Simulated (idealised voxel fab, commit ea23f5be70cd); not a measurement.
Title: Process Module voxel gate over fins
FYI the section here is cut, 245 nm wide, cells are 5 nm squares.
For the purposes of this document, a cross-section shall be understood as a grid of square cells, specified as bands listed in top-to-bottom order, each band consisting of one or more rows of cells. Basically the band line says how high the top is and how high the bottom is, in nm, and then what's in it from left to right, every material with its width in nm. Empty space shows up as "empty", and if a single material carries "all across" it runs the full band edge to edge. Measure heights from 0. That's the level where, below it, the as-received wafer is all one material. The lowest band is bottomless and extends downward; write it as in "0 nm and below". It should be noted that a width expressed as "30 to 40" varies in equal increments from row to row of cells within the band, taking the value of the first number at the top row and that of the second number at the bottom row. For the purposes of this document, the phrase "nothing altered" attached to a step denotes that no cell within the cross-section was modified by that step. Basically, "Closed empty spaces" tells you about the enclosed voids: empty spaces with no open way to the top, 8 cells or bigger, each written width x height at distance, where distance is from the left edge, all in nm. Heads up: the bit after the settings on a step's line is the simulator's remark on that step. overlay nm: how far to the right of its planned place the mask lay on this masked step (negative: to the left). So the way this works: pairs, before and after one process step. The after picture only goes down to the lowest band that actually changed, nothing below. Step and its settings are under each pair. And watch out, pairs might come from different runs of this module, same starting wafer though, so a pair only follows on from the one above if its "State on entry" entry tells you so.
State on entry
	0 nm and below  Si all across
	Closed empty spaces: none
Section, Post-Step
	10 nm to 0 nm  SiN all across
	Below 0, no change.
	Closed empty spaces: none
Process step bridging the above cross-sections: CONFORMAL_DEP with material SiN, thk nm 10
State on entry: the after view from the pair directly above serves as the before view here.
Section, Post-Step
	20 nm to 10 nm  aC all across
	Below 10, no change.
	Closed empty spaces: none
Process step bridging the above cross-sections: DIRECTIONAL_DEP with material aC, thk nm 10
State on entry: the after view from the pair directly above serves as the before view here.
Section, Post-Step
	50 nm to 20 nm  empty 90 | resist 15 | empty 30 | resist 15 | empty 95
	Below 20, no change.
	Closed empty spaces: none
Process step bridging the above cross-sections: PATTERN with tone cover, mask id FINS, material resist, width nm 15, pitch nm 45, thk nm 30, overlay nm 0
State on entry: the after view from the pair directly above serves as the before view here.
Section, Post-Step
	40 nm to 20 nm  empty 90 | resist 15 | empty 30 | resist 15 | empty 95
	20 nm to 10 nm  empty 90 | aC 15 | empty 30 | aC 15 | empty 95
	Below 10, no change.
	Closed empty spaces: none
Process step bridging the above cross-sections: DIRECTIONAL_ETCH with etch materials aC, depth nm 10
State on entry: the after view from the pair directly above serves as the before view here.
Section, Post-Step
	20 nm to 10 nm  empty 90 | aC 15 | empty 30 | aC 15 | empty 95
	Below 10, no change.
	Closed empty spaces: none
Process step bridging the above cross-sections: STRIP with etch materials resist
State on entry: the after view from the pair directly above serves as the before view here.
Section, Post-Step
	20 nm to 10 nm  empty 90 | aC 15 | empty 30 | aC 15 | empty 95
	10 nm to 0 nm  empty 90 | SiN 15 | empty 30 | SiN 15 | empty 95
	Below 0, no change.
	Closed empty spaces: none
Process step bridging the above cross-sections: DIRECTIONAL_ETCH with etch materials SiN, depth nm 10
State on entry: the after view from the pair directly above serves as the before view here.
Section, Post-Step
	20 nm to 10 nm  empty 90 | aC 15 | empty 30 | aC 15 | empty 95
	10 nm to 0 nm  empty 90 | SiN 15 | empty 30 | SiN 15 | empty 95
	0 nm to -30 nm  empty 90 | Si 15 | empty 30 | Si 15 | empty 95
	Below -30, no change.
	Closed empty spaces: none
Process step bridging the above cross-sections: DIRECTIONAL_ETCH with etch materials Si, depth nm 30
State on entry: the after view from the pair directly above serves as the before view here.
Section, Post-Step
	10 nm to 0 nm  empty 90 | SiN 15 | empty 30 | SiN 15 | empty 95
	Below 0, no change.
	Closed empty spaces: none
Process step bridging the above cross-sections: STRIP with etch materials aC
State on entry: the after view from the pair directly above serves as the before view here.
Section, Post-Step
	20 nm to 10 nm  SiO2 all across
	10 nm to 0 nm  SiO2 90 | SiN 15 | SiO2 30 | SiN 15 | SiO2 95
	0 nm to -30 nm  SiO2 90 | Si 15 | SiO2 30 | Si 15 | SiO2 95
	Below -30, no change.
	Closed empty spaces: none
Process step bridging the above cross-sections: FILL_DEP with material SiO2, thk nm 10
State on entry: the after view from the pair directly above serves as the before view here.
Section, Post-Step
	10 nm to 0 nm  SiO2 90 | SiN 15 | SiO2 30 | SiN 15 | SiO2 95
	Below 0, no change.
	Closed empty spaces: none
Process step bridging the above cross-sections: CMP with height nm 10
State on entry: the after view from the pair directly above serves as the before view here.
Section, Post-Step
	10 nm to 0 nm  empty 90 | SiN 15 | empty 30 | SiN 15 | empty 95
	0 nm to -10 nm  empty 90 | Si 15 | empty 30 | Si 15 | empty 95
	Below -10, no change.
	Closed empty spaces: none
Process step bridging the above cross-sections: SELECTIVE_ETCH with etch materials SiO2, depth nm 20
State on entry: the after view from the pair directly above serves as the before view here.
Section, Post-Step
	0 nm to -10 nm  empty 90 | Si 15 | empty 30 | Si 15 | empty 95
	Below -10, no change.
	Closed empty spaces: none
Process step bridging the above cross-sections: STRIP with etch materials SiN
State on entry: the after view from the pair directly above serves as the before view here.
Section, Post-Step
	5 nm to 0 nm  empty 85 | HfO2 25 | empty 20 | HfO2 25 | empty 90
	0 nm to -5 nm  empty 85 | HfO2 5 | Si 15 | HfO2 5 | empty 20 | HfO2 5 | Si 15 | HfO2 5 | empty 90
	-5 nm to -10 nm  HfO2 90 | Si 15 | HfO2 30 | Si 15 | HfO2 95
	Below -10, no change.
	Closed empty spaces: none
Process step bridging the above cross-sections: CONFORMAL_DEP with material HfO2, thk nm 5
State on entry: the after view from the pair directly above serves as the before view here.
Section, Post-Step
	10 nm to 5 nm  empty 80 | TiN 35 | empty 10 | TiN 35 | empty 85
	5 nm to 0 nm  empty 80 | TiN 5 | HfO2 25 | TiN 5 | empty 10 | TiN 5 | HfO2 25 | TiN 5 | empty 85
	0 nm to -5 nm  TiN 85 | HfO2 5 | Si 15 | HfO2 5 | TiN 20 | HfO2 5 | Si 15 | HfO2 5 | TiN 90
	Below -5, no change.
	Closed empty spaces: none
Process step bridging the above cross-sections: CONFORMAL_DEP with material TiN, thk nm 5
State on entry: the after view from the pair directly above serves as the before view here.
Section, Post-Step
	20 nm to 10 nm  W all across
	10 nm to 5 nm  W 80 | TiN 35 | W 10 | TiN 35 | W 85
	5 nm to 0 nm  W 80 | TiN 5 | HfO2 25 | TiN 5 | W 10 | TiN 5 | HfO2 25 | TiN 5 | W 85
	Below 0, no change.
	Closed empty spaces: none
Process step bridging the above cross-sections: FILL_DEP with material W, thk nm 10
State on entry: the after view from the pair directly above serves as the before view here.
Section, Post-Step
	15 nm to 10 nm  W all across
	Below 10, no change.
	Closed empty spaces: none
Process step bridging the above cross-sections: CMP with height nm 15
State on entry: the after view from the pair directly above serves as the before view here.
Section, Post-Step
	20 nm to 15 nm  SiCN all across
	Below 15, no change.
	Closed empty spaces: none
Process step bridging the above cross-sections: CONFORMAL_DEP with material SiCN, thk nm 5
State on entry
	0 nm to -10 nm  empty 90 | Si 15 | empty 30 | Si 15 | empty 95
	-10 nm to -30 nm  SiO2 90 | Si 15 | SiO2 30 | Si 15 | SiO2 95
	-30 nm and below  Si all across
	Closed empty spaces: none
Section, Post-Step
	5 nm to 0 nm  empty 85 | TiN 25 | empty 20 | TiN 25 | empty 90
	0 nm to -5 nm  empty 85 | TiN 5 | Si 15 | TiN 5 | empty 20 | TiN 5 | Si 15 | TiN 5 | empty 90
	-5 nm to -10 nm  TiN 90 | Si 15 | TiN 30 | Si 15 | TiN 95
	Below -10, no change.
	Closed empty spaces: none
Process step bridging the above cross-sections: CONFORMAL_DEP with material TiN, thk nm 5
State on entry: the after view from the pair directly above serves as the before view here.
Section, Post-Step
	15 nm to 5 nm  W all across
	5 nm to 0 nm  W 85 | TiN 25 | W 20 | TiN 25 | W 90
	0 nm to -5 nm  W 85 | TiN 5 | Si 15 | TiN 5 | W 20 | TiN 5 | Si 15 | TiN 5 | W 90
	Below -5, no change.
	Closed empty spaces: none
Process step bridging the above cross-sections: FILL_DEP with material W, thk nm 10
State on entry: the after view from the pair directly above serves as the before view here.
Section, Post-Step
	20 nm to 15 nm  SiCN all across
	Below 15, no change.
	Closed empty spaces: none
Process step bridging the above cross-sections: CONFORMAL_DEP with material SiCN, thk nm 5
State on entry
	20 nm to 10 nm  empty 90 | aC 15 | empty 30 | aC 15 | empty 95
	10 nm to 0 nm  empty 90 | SiN 15 | empty 30 | SiN 15 | empty 95
	0 nm to -30 nm  empty 90 | Si 15 | empty 30 | Si 15 | empty 95
	-30 nm and below  Si all across
	Closed empty spaces: none
Section, Post-Step
	20 nm to 10 nm  empty 90 | aC 15 | empty 30 | aC 15 | empty 95
	10 nm to 0 nm  empty 90 | SiN 15 | empty 30 | SiN 15 | empty 95
	0 nm to -60 nm  empty 90 | Si 15 | empty 30 | Si 15 | empty 95
	Below -60, no change.
	Closed empty spaces: none
Process step bridging the above cross-sections: DIRECTIONAL_ETCH with etch materials Si, depth nm 30
State on entry: the after view from the pair directly above serves as the before view here.
Section, Post-Step
	10 nm to 0 nm  empty 90 | SiN 15 | empty 30 | SiN 15 | empty 95
	Below 0, no change.
	Closed empty spaces: none
Process step bridging the above cross-sections: STRIP with etch materials aC
State on entry: the after view from the pair directly above serves as the before view here.
Section, Post-Step
	20 nm to 10 nm  SiO2 all across
	10 nm to 0 nm  SiO2 90 | SiN 15 | SiO2 30 | SiN 15 | SiO2 95
	0 nm to -60 nm  SiO2 90 | Si 15 | SiO2 30 | Si 15 | SiO2 95
	Below -60, no change.
	Closed empty spaces: none
Process step bridging the above cross-sections: FILL_DEP with material SiO2, thk nm 10
State on entry: the after view from the pair directly above serves as the before view here.
Section, Post-Step
	10 nm to 0 nm  SiO2 90 | SiN 15 | SiO2 30 | SiN 15 | SiO2 95
	Below 0, no change.
	Closed empty spaces: none
Process step bridging the above cross-sections: CMP with height nm 10
State on entry: the after view from the pair directly above serves as the before view here.
Section, Post-Step
	10 nm to 0 nm  empty 90 | SiN 15 | empty 30 | SiN 15 | empty 95
	0 nm to -10 nm  empty 90 | Si 15 | empty 30 | Si 15 | empty 95
	Below -10, no change.
	Closed empty spaces: none
Process step bridging the above cross-sections: SELECTIVE_ETCH with etch materials SiO2, depth nm 20
State on entry: the after view from the pair directly above serves as the before view here.
Section, Post-Step
	0 nm to -10 nm  empty 90 | Si 15 | empty 30 | Si 15 | empty 95
	Below -10, no change.
	Closed empty spaces: none
Process step bridging the above cross-sections: STRIP with etch materials SiN
State on entry: the after view from the pair directly above serves as the before view here.
Section, Post-Step
	5 nm to 0 nm  empty 85 | HfO2 25 | empty 20 | HfO2 25 | empty 90
	0 nm to -5 nm  empty 85 | HfO2 5 | Si 15 | HfO2 5 | empty 20 | HfO2 5 | Si 15 | HfO2 5 | empty 90
	-5 nm to -10 nm  HfO2 90 | Si 15 | HfO2 30 | Si 15 | HfO2 95
	Below -10, no change.
	Closed empty spaces: none
Process step bridging the above cross-sections: CONFORMAL_DEP with material HfO2, thk nm 5
State on entry: the after view from the pair directly above serves as the before view here.
Section, Post-Step
	10 nm to 5 nm  empty 80 | TiN 35 | empty 10 | TiN 35 | empty 85
	5 nm to 0 nm  empty 80 | TiN 5 | HfO2 25 | TiN 5 | empty 10 | TiN 5 | HfO2 25 | TiN 5 | empty 85
	0 nm to -5 nm  TiN 85 | HfO2 5 | Si 15 | HfO2 5 | TiN 20 | HfO2 5 | Si 15 | HfO2 5 | TiN 90
	Below -5, no change.
	Closed empty spaces: none
Process step bridging the above cross-sections: CONFORMAL_DEP with material TiN, thk nm 5
State on entry: the after view from the pair directly above serves as the before view here.
Section, Post-Step
	20 nm to 10 nm  W all across
	10 nm to 5 nm  W 80 | TiN 35 | W 10 | TiN 35 | W 85
	5 nm to 0 nm  W 80 | TiN 5 | HfO2 25 | TiN 5 | W 10 | TiN 5 | HfO2 25 | TiN 5 | W 85
	Below 0, no change.
	Closed empty spaces: none
Process step bridging the above cross-sections: FILL_DEP with material W, thk nm 10
State on entry: the after view from the pair directly above serves as the before view here.
Section, Post-Step
	15 nm to 10 nm  W all across
	Below 10, no change.
	Closed empty spaces: none
Process step bridging the above cross-sections: CMP with height nm 15
State on entry: the after view from the pair directly above serves as the before view here.
Section, Post-Step
	20 nm to 15 nm  SiCN all across
	Below 15, no change.
	Closed empty spaces: none
Process step bridging the above cross-sections: CONFORMAL_DEP with material SiCN, thk nm 5
State on entry
	10 nm to 0 nm  SiO2 90 | SiN 15 | SiO2 30 | SiN 15 | SiO2 95
	0 nm to -30 nm  SiO2 90 | Si 15 | SiO2 30 | Si 15 | SiO2 95
	-30 nm and below  Si all across
	Closed empty spaces: none
Section, Post-Step
	10 nm to 0 nm  SiO2 90 | empty 15 | SiO2 30 | empty 15 | SiO2 95
	Below 0, no change.
	Closed empty spaces: none
Process step bridging the above cross-sections: STRIP with etch materials SiN
State on entry: the after view from the pair directly above serves as the before view here.
Section, Post-Step
	0 nm to -10 nm  empty 90 | Si 15 | empty 30 | Si 15 | empty 95
	-10 nm to -20 nm  SiO2 70 | empty 20 | Si 15 | empty 30 | Si 15 | empty 20 | SiO2 75
	Below -20, no change.
	Closed empty spaces: none
Process step bridging the above cross-sections: SELECTIVE_ETCH with etch materials SiO2, depth nm 20
State on entry: the after view from the pair directly above serves as the before view here.
Section, Post-Step
	5 nm to 0 nm  empty 85 | HfO2 25 | empty 20 | HfO2 25 | empty 90
	0 nm to -5 nm  empty 85 | HfO2 5 | Si 15 | HfO2 5 | empty 20 | HfO2 5 | Si 15 | HfO2 5 | empty 90
	-5 nm to -10 nm  HfO2 75 | empty 10 | HfO2 5 | Si 15 | HfO2 5 | empty 20 | HfO2 5 | Si 15 | HfO2 5 | empty 10 | HfO2 80
	-10 nm to -15 nm  SiO2 70 | HfO2 5 | empty 10 | HfO2 5 | Si 15 | HfO2 5 | empty 20 | HfO2 5 | Si 15 | HfO2 5 | empty 10 | HfO2 5 | SiO2 75
	-15 nm to -20 nm  SiO2 70 | HfO2 20 | Si 15 | HfO2 30 | Si 15 | HfO2 20 | SiO2 75
	Below -20, no change.
	Closed empty spaces: none
Process step bridging the above cross-sections: CONFORMAL_DEP with material HfO2, thk nm 5
State on entry: the after view from the pair directly above serves as the before view here.
Section, Post-Step
	10 nm to 5 nm  empty 80 | TiN 35 | empty 10 | TiN 35 | empty 85
	5 nm to 0 nm  empty 80 | TiN 5 | HfO2 25 | TiN 5 | empty 10 | TiN 5 | HfO2 25 | TiN 5 | empty 85
	0 nm to -5 nm  TiN 85 | HfO2 5 | Si 15 | HfO2 5 | TiN 5 | empty 10 | TiN 5 | HfO2 5 | Si 15 | HfO2 5 | TiN 90
	-5 nm to -10 nm  HfO2 75 | TiN 10 | HfO2 5 | Si 15 | HfO2 5 | TiN 5 | empty 10 | TiN 5 | HfO2 5 | Si 15 | HfO2 5 | TiN 10 | HfO2 80
	-10 nm to -15 nm  SiO2 70 | HfO2 5 | TiN 10 | HfO2 5 | Si 15 | HfO2 5 | TiN 20 | HfO2 5 | Si 15 | HfO2 5 | TiN 10 | HfO2 5 | SiO2 75
	Below -15, no change.
	Closed empty spaces: none
Process step bridging the above cross-sections: CONFORMAL_DEP with material TiN, thk nm 5
State on entry: the after view from the pair directly above serves as the before view here.
Section, Post-Step
	20 nm to 10 nm  W all across
	10 nm to 5 nm  W 80 | TiN 35 | W 10 | TiN 35 | W 85
	5 nm to 0 nm  W 80 | TiN 5 | HfO2 25 | TiN 5 | W 10 | TiN 5 | HfO2 25 | TiN 5 | W 85
	0 nm to -5 nm  TiN 85 | HfO2 5 | Si 15 | HfO2 5 | TiN 5 | W 10 | TiN 5 | HfO2 5 | Si 15 | HfO2 5 | TiN 90
	-5 nm to -10 nm  HfO2 75 | TiN 10 | HfO2 5 | Si 15 | HfO2 5 | TiN 5 | W 10 | TiN 5 | HfO2 5 | Si 15 | HfO2 5 | TiN 10 | HfO2 80
	Below -10, no change.
	Closed empty spaces: none
Process step bridging the above cross-sections: FILL_DEP with material W, thk nm 10
State on entry: the after view from the pair directly above serves as the before view here.
Section, Post-Step
	15 nm to 10 nm  W all across
	Below 10, no change.
	Closed empty spaces: none
Process step bridging the above cross-sections: CMP with height nm 15
State on entry: the after view from the pair directly above serves as the before view here.
Section, Post-Step
	20 nm to 15 nm  SiCN all across
	Below 15, no change.
	Closed empty spaces: none
Process step bridging the above cross-sections: CONFORMAL_DEP with material SiCN, thk nm 5
State on entry
	0 nm to -10 nm  empty 90 | Si 15 | empty 30 | Si 15 | empty 95
	-10 nm to -30 nm  SiO2 90 | Si 15 | SiO2 30 | Si 15 | SiO2 95
	-30 nm and below  Si all across
	Closed empty spaces: none
Section, Post-Step
	15 nm to 5 nm  empty 75 | HfO2 90 | empty 80
	5 nm to 0 nm  HfO2 all across
	0 nm to -10 nm  HfO2 90 | Si 15 | HfO2 30 | Si 15 | HfO2 95
	Below -10, no change.
	Closed empty spaces: none
Process step bridging the above cross-sections: CONFORMAL_DEP with material HfO2, thk nm 15
State on entry: the after view from the pair directly above serves as the before view here.
Section, Post-Step
	20 nm to 15 nm  empty 70 | TiN 100 | empty 75
	15 nm to 10 nm  empty 70 | TiN 5 | HfO2 90 | TiN 5 | empty 75
	10 nm to 5 nm  TiN 75 | HfO2 90 | TiN 80
	Below 5, no change.
	Closed empty spaces: none
Process step bridging the above cross-sections: CONFORMAL_DEP with material TiN, thk nm 5
State on entry: the after view from the pair directly above serves as the before view here.
Section, Post-Step
	30 nm to 20 nm  W all across
	20 nm to 15 nm  W 70 | TiN 100 | W 75
	15 nm to 10 nm  W 70 | TiN 5 | HfO2 90 | TiN 5 | W 75
	Below 10, no change.
	Closed empty spaces: none
Process step bridging the above cross-sections: FILL_DEP with material W, thk nm 10
State on entry: the after view from the pair directly above serves as the before view here.
Section, Post-Step
	15 nm to 10 nm  W 70 | TiN 5 | HfO2 90 | TiN 5 | W 75
	Below 10, no change.
	Closed empty spaces: none
Process step bridging the above cross-sections: CMP with height nm 15
State on entry: the after view from the pair directly above serves as the before view here.
Section, Post-Step
	20 nm to 15 nm  SiCN all across
	Below 15, no change.
	Closed empty spaces: none
Process step bridging the above cross-sections: CONFORMAL_DEP with material SiCN, thk nm 5
State on entry
	20 nm to 10 nm  aC all across
	10 nm to 0 nm  SiN all across
	0 nm and below  Si all across
	Closed empty spaces: none
Section, Post-Step
	50 nm to 20 nm  empty 90 | resist 20 | empty 25 | resist 20 | empty 90
	Below 20, no change.
	Closed empty spaces: none
Process step bridging the above cross-sections: PATTERN with tone cover, mask id FINS, material resist, width nm 20, pitch nm 45, thk nm 30, overlay nm 0
State on entry: the after view from the pair directly above serves as the before view here.
Section, Post-Step
	40 nm to 20 nm  empty 90 | resist 20 | empty 25 | resist 20 | empty 90
	20 nm to 10 nm  empty 90 | aC 20 | empty 25 | aC 20 | empty 90
	Below 10, no change.
	Closed empty spaces: none
Process step bridging the above cross-sections: DIRECTIONAL_ETCH with etch materials aC, depth nm 10
State on entry: the after view from the pair directly above serves as the before view here.
Section, Post-Step
	20 nm to 10 nm  empty 90 | aC 20 | empty 25 | aC 20 | empty 90
	Below 10, no change.
	Closed empty spaces: none
Process step bridging the above cross-sections: STRIP with etch materials resist
State on entry: the after view from the pair directly above serves as the before view here.
Section, Post-Step
	20 nm to 10 nm  empty 90 | aC 20 | empty 25 | aC 20 | empty 90
	10 nm to 0 nm  empty 90 | SiN 20 | empty 25 | SiN 20 | empty 90
	Below 0, no change.
	Closed empty spaces: none
Process step bridging the above cross-sections: DIRECTIONAL_ETCH with etch materials SiN, depth nm 10
State on entry: the after view from the pair directly above serves as the before view here.
Section, Post-Step
	20 nm to 10 nm  empty 90 | aC 20 | empty 25 | aC 20 | empty 90
	10 nm to 0 nm  empty 90 | SiN 20 | empty 25 | SiN 20 | empty 90
	0 nm to -30 nm  empty 90 | Si 20 | empty 25 | Si 20 | empty 90
	Below -30, no change.
	Closed empty spaces: none
Process step bridging the above cross-sections: DIRECTIONAL_ETCH with etch materials Si, depth nm 30
State on entry: the after view from the pair directly above serves as the before view here.
Section, Post-Step
	10 nm to 0 nm  empty 90 | SiN 20 | empty 25 | SiN 20 | empty 90
	Below 0, no change.
	Closed empty spaces: none
Process step bridging the above cross-sections: STRIP with etch materials aC
State on entry: the after view from the pair directly above serves as the before view here.
Section, Post-Step
	20 nm to 10 nm  SiO2 all across
	10 nm to 0 nm  SiO2 90 | SiN 20 | SiO2 25 | SiN 20 | SiO2 90
	0 nm to -30 nm  SiO2 90 | Si 20 | SiO2 25 | Si 20 | SiO2 90
	Below -30, no change.
	Closed empty spaces: none
Process step bridging the above cross-sections: FILL_DEP with material SiO2, thk nm 10
State on entry: the after view from the pair directly above serves as the before view here.
Section, Post-Step
	10 nm to 0 nm  SiO2 90 | SiN 20 | SiO2 25 | SiN 20 | SiO2 90
	Below 0, no change.
	Closed empty spaces: none
Process step bridging the above cross-sections: CMP with height nm 10
State on entry: the after view from the pair directly above serves as the before view here.
Section, Post-Step
	10 nm to 0 nm  empty 90 | SiN 20 | empty 25 | SiN 20 | empty 90
	0 nm to -10 nm  empty 90 | Si 20 | empty 25 | Si 20 | empty 90
	Below -10, no change.
	Closed empty spaces: none
Process step bridging the above cross-sections: SELECTIVE_ETCH with etch materials SiO2, depth nm 20
State on entry: the after view from the pair directly above serves as the before view here.
Section, Post-Step
	0 nm to -10 nm  empty 90 | Si 20 | empty 25 | Si 20 | empty 90
	Below -10, no change.
	Closed empty spaces: none
Process step bridging the above cross-sections: STRIP with etch materials SiN
State on entry: the after view from the pair directly above serves as the before view here.
Section, Post-Step
	5 nm to 0 nm  empty 85 | HfO2 30 | empty 15 | HfO2 30 | empty 85
	0 nm to -5 nm  empty 85 | HfO2 5 | Si 20 | HfO2 5 | empty 15 | HfO2 5 | Si 20 | HfO2 5 | empty 85
	-5 nm to -10 nm  HfO2 90 | Si 20 | HfO2 25 | Si 20 | HfO2 90
	Below -10, no change.
	Closed empty spaces: none
Process step bridging the above cross-sections: CONFORMAL_DEP with material HfO2, thk nm 5
State on entry: the after view from the pair directly above serves as the before view here.
Section, Post-Step
	10 nm to 5 nm  empty 80 | TiN 40 | empty 5 | TiN 40 | empty 80
	5 nm to 0 nm  empty 80 | TiN 5 | HfO2 30 | TiN 5 | empty 5 | TiN 5 | HfO2 30 | TiN 5 | empty 80
	0 nm to -5 nm  TiN 85 | HfO2 5 | Si 20 | HfO2 5 | TiN 15 | HfO2 5 | Si 20 | HfO2 5 | TiN 85
	Below -5, no change.
	Closed empty spaces: none
Process step bridging the above cross-sections: CONFORMAL_DEP with material TiN, thk nm 5
State on entry: the after view from the pair directly above serves as the before view here.
Section, Post-Step
	20 nm to 10 nm  W all across
	10 nm to 5 nm  W 80 | TiN 40 | W 5 | TiN 40 | W 80
	5 nm to 0 nm  W 80 | TiN 5 | HfO2 30 | TiN 5 | W 5 | TiN 5 | HfO2 30 | TiN 5 | W 80
	Below 0, no change.
	Closed empty spaces: none
Process step bridging the above cross-sections: FILL_DEP with material W, thk nm 10
State on entry: the after view from the pair directly above serves as the before view here.
Section, Post-Step
	15 nm to 10 nm  W all across
	Below 10, no change.
	Closed empty spaces: none
Process step bridging the above cross-sections: CMP with height nm 15
State on entry: the after view from the pair directly above serves as the before view here.
Section, Post-Step
	20 nm to 15 nm  SiCN all across
	Below 15, no change.
	Closed empty spaces: none
Process step bridging the above cross-sections: CONFORMAL_DEP with material SiCN, thk nm 5
State on entry
	20 nm to 10 nm  aC all across
	10 nm to 0 nm  SiN all across
	0 nm and below  Si all across
	Closed empty spaces: none
Section, Post-Step
	50 nm to 20 nm  empty 85 | resist 15 | empty 30 | resist 15 | empty 100
	Below 20, no change.
	Closed empty spaces: none
Process step bridging the above cross-sections: PATTERN with tone cover, mask id FINS, material resist, width nm 15, pitch nm 45, thk nm 30, overlay nm -5
State on entry: the after view from the pair directly above serves as the before view here.
Section, Post-Step
	40 nm to 20 nm  empty 85 | resist 15 | empty 30 | resist 15 | empty 100
	20 nm to 10 nm  empty 85 | aC 15 | empty 30 | aC 15 | empty 100
	Below 10, no change.
	Closed empty spaces: none
Process step bridging the above cross-sections: DIRECTIONAL_ETCH with etch materials aC, depth nm 10
State on entry: the after view from the pair directly above serves as the before view here.
Section, Post-Step
	20 nm to 10 nm  empty 85 | aC 15 | empty 30 | aC 15 | empty 100
	Below 10, no change.
	Closed empty spaces: none
Process step bridging the above cross-sections: STRIP with etch materials resist
State on entry: the after view from the pair directly above serves as the before view here.
Section, Post-Step
	20 nm to 10 nm  empty 85 | aC 15 | empty 30 | aC 15 | empty 100
	10 nm to 0 nm  empty 85 | SiN 15 | empty 30 | SiN 15 | empty 100
	Below 0, no change.
	Closed empty spaces: none
Process step bridging the above cross-sections: DIRECTIONAL_ETCH with etch materials SiN, depth nm 10
State on entry: the after view from the pair directly above serves as the before view here.
Section, Post-Step
	20 nm to 10 nm  empty 85 | aC 15 | empty 30 | aC 15 | empty 100
	10 nm to 0 nm  empty 85 | SiN 15 | empty 30 | SiN 15 | empty 100
	0 nm to -30 nm  empty 85 | Si 15 | empty 30 | Si 15 | empty 100
	Below -30, no change.
	Closed empty spaces: none
Process step bridging the above cross-sections: DIRECTIONAL_ETCH with etch materials Si, depth nm 30
State on entry: the after view from the pair directly above serves as the before view here.
Section, Post-Step
	10 nm to 0 nm  empty 85 | SiN 15 | empty 30 | SiN 15 | empty 100
	Below 0, no change.
	Closed empty spaces: none
Process step bridging the above cross-sections: STRIP with etch materials aC
State on entry: the after view from the pair directly above serves as the before view here.
Section, Post-Step
	20 nm to 10 nm  SiO2 all across
	10 nm to 0 nm  SiO2 85 | SiN 15 | SiO2 30 | SiN 15 | SiO2 100
	0 nm to -30 nm  SiO2 85 | Si 15 | SiO2 30 | Si 15 | SiO2 100
	Below -30, no change.
	Closed empty spaces: none
Process step bridging the above cross-sections: FILL_DEP with material SiO2, thk nm 10
State on entry: the after view from the pair directly above serves as the before view here.
Section, Post-Step
	10 nm to 0 nm  SiO2 85 | SiN 15 | SiO2 30 | SiN 15 | SiO2 100
	Below 0, no change.
	Closed empty spaces: none
Process step bridging the above cross-sections: CMP with height nm 10
State on entry: the after view from the pair directly above serves as the before view here.
Section, Post-Step
	10 nm to 0 nm  empty 85 | SiN 15 | empty 30 | SiN 15 | empty 100
	0 nm to -10 nm  empty 85 | Si 15 | empty 30 | Si 15 | empty 100
	Below -10, no change.
	Closed empty spaces: none
Process step bridging the above cross-sections: SELECTIVE_ETCH with etch materials SiO2, depth nm 20
State on entry: the after view from the pair directly above serves as the before view here.
Section, Post-Step
	0 nm to -10 nm  empty 85 | Si 15 | empty 30 | Si 15 | empty 100
	Below -10, no change.
	Closed empty spaces: none
Process step bridging the above cross-sections: STRIP with etch materials SiN
State on entry: the after view from the pair directly above serves as the before view here.
Section, Post-Step
	5 nm to 0 nm  empty 80 | HfO2 25 | empty 20 | HfO2 25 | empty 95
	0 nm to -5 nm  empty 80 | HfO2 5 | Si 15 | HfO2 5 | empty 20 | HfO2 5 | Si 15 | HfO2 5 | empty 95
	-5 nm to -10 nm  HfO2 85 | Si 15 | HfO2 30 | Si 15 | HfO2 100
	Below -10, no change.
	Closed empty spaces: none
Process step bridging the above cross-sections: CONFORMAL_DEP with material HfO2, thk nm 5
State on entry: the after view from the pair directly above serves as the before view here.
Section, Post-Step
	10 nm to 5 nm  empty 75 | TiN 35 | empty 10 | TiN 35 | empty 90
	5 nm to 0 nm  empty 75 | TiN 5 | HfO2 25 | TiN 5 | empty 10 | TiN 5 | HfO2 25 | TiN 5 | empty 90
	0 nm to -5 nm  TiN 80 | HfO2 5 | Si 15 | HfO2 5 | TiN 20 | HfO2 5 | Si 15 | HfO2 5 | TiN 95
	Below -5, no change.
	Closed empty spaces: none
Process step bridging the above cross-sections: CONFORMAL_DEP with material TiN, thk nm 5
State on entry: the after view from the pair directly above serves as the before view here.
Section, Post-Step
	20 nm to 10 nm  W all across
	10 nm to 5 nm  W 75 | TiN 35 | W 10 | TiN 35 | W 90
	5 nm to 0 nm  W 75 | TiN 5 | HfO2 25 | TiN 5 | W 10 | TiN 5 | HfO2 25 | TiN 5 | W 90
	Below 0, no change.
	Closed empty spaces: none
Process step bridging the above cross-sections: FILL_DEP with material W, thk nm 10
State on entry: the after view from the pair directly above serves as the before view here.
Section, Post-Step
	15 nm to 10 nm  W all across
	Below 10, no change.
	Closed empty spaces: none
Process step bridging the above cross-sections: CMP with height nm 15
State on entry: the after view from the pair directly above serves as the before view here.
Section, Post-Step
	20 nm to 15 nm  SiCN all across
	Below 15, no change.
	Closed empty spaces: none
Process step bridging the above cross-sections: CONFORMAL_DEP with material SiCN, thk nm 5
State on entry
	15 nm to 10 nm  W all across
	10 nm to 5 nm  W 80 | TiN 35 | W 10 | TiN 35 | W 85
	5 nm to 0 nm  W 80 | TiN 5 | HfO2 25 | TiN 5 | W 10 | TiN 5 | HfO2 25 | TiN 5 | W 85
	0 nm to -5 nm  TiN 85 | HfO2 5 | Si 15 | HfO2 5 | TiN 20 | HfO2 5 | Si 15 | HfO2 5 | TiN 90
	-5 nm to -10 nm  HfO2 90 | Si 15 | HfO2 30 | Si 15 | HfO2 95
	-10 nm to -30 nm  SiO2 90 | Si 15 | SiO2 30 | Si 15 | SiO2 95
	-30 nm and below  Si all across
	Closed empty spaces: none
Section, Post-Step
	20 nm to 15 nm  aC all across
	Below 15, no change.
	Closed empty spaces: none
Process step bridging the above cross-sections: CONFORMAL_DEP with material aC, thk nm 5
State on entry
	20 nm to 10 nm  aC all across
	10 nm to 0 nm  SiN all across
	0 nm and below  Si all across
	Closed empty spaces: none
Section, Post-Step
	50 nm to 20 nm  resist 90 | empty 15 | resist 30 | empty 15 | resist 95
	Below 20, no change.
	Closed empty spaces: none
Process step bridging the above cross-sections: PATTERN with tone open, mask id FINS, material resist, width nm 15, pitch nm 45, thk nm 30, overlay nm 0
State on entry: the after view from the pair directly above serves as the before view here.
Section, Post-Step
	40 nm to 20 nm  resist 90 | empty 15 | resist 30 | empty 15 | resist 95
	20 nm to 10 nm  aC 90 | empty 15 | aC 30 | empty 15 | aC 95
	Below 10, no change.
	Closed empty spaces: none
Process step bridging the above cross-sections: DIRECTIONAL_ETCH with etch materials aC, depth nm 10
State on entry: the after view from the pair directly above serves as the before view here.
Section, Post-Step
	20 nm to 10 nm  aC 90 | empty 15 | aC 30 | empty 15 | aC 95
	Below 10, no change.
	Closed empty spaces: none
Process step bridging the above cross-sections: STRIP with etch materials resist
